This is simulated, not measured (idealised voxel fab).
The following is a process module called voxel released beams.
Section cut is 155 nm wide and gridded with 5 nm square cells.
A cross-section is a grid of square cells, given in bands from the top down. A band is one or more rows of cells. Heads up on the band format: heights come first, top then bottom, in nm. After that it's the materials left to right, each with its width in nm. A single material flagged "throughout" fills the whole band edge to edge, and "air" means there's empty space there. Height reference: 0 = level under which incoming wafer is all one material. Lowest band: no bottom, runs on downward, e.g. "0 and below". Read "30..40" as a graded width: first number on top, second number at the bottom, same change between each pair of neighbouring rows. "stayed the same" after a step means that no cell of the cross-section changed. "Enclosed empty spaces" contains a list of empty spaces, each no smaller than 8 cells and without an open way to the top, written in the form width x height at distance with the distance from the left edge and all three in nm. It should be noted that, on the line of a given step, the content following the step's settings is a remark produced by the simulator itself with respect to that step. "overlay nm" on a masked step: distance the mask lay right of its planned place, negative for left.

Process steps - plan:
step 1: op RECEIVE | material Si
step 2: op CONFORMAL_DEP | material SiN | thk nm 10
step 3: op DIRECTIONAL_DEP | material SiO2 | thk nm 20
step 4: op MASKED_ETCH | tone open | mask id ANCHOR | width nm 45 | etch materials SiO2 | depth nm 20 | overlay nm 0
step 5: op CONFORMAL_DEP | material polySi | thk nm 15
step 6: op PATTERN | tone cover | mask id BEAM | material resist | width nm 100 | thk nm 15 | overlay nm 0
step 7: op DIRECTIONAL_ETCH | etch materials polySi | depth nm 15
step 8: op STRIP | etch materials resist
step 9: op STRIP | etch materials SiO2

Cross-section of the wafer at receipt, which is the condition after step 1:
    0 and below: Si throughout
    Enclosed empty spaces: none

The module was run from the start shown above using the plan shown above, but one mistake was made doing it; the resulting wafer cross-section is below:
    45 down to 30: air (25), polySi (20), air (20), polySi (60), air (30)
    30 down to 25: air (30), polySi (15), air (20), polySi (15), air (75)
    25 down to 10: air (30), polySi (50), air (75)
    10 down to 0: SiN throughout
    0 and below: Si throughout
    Enclosed empty spaces: none
It is concluded that the wafer was processed incorrectly with respect to the plan, in that step 4 was run on a setting that differed from the plan, and what really ran there is op MASKED_ETCH | tone open | mask id ANCHOR | width nm 50 | etch materials SiO2 | depth nm 20 | overlay nm 0
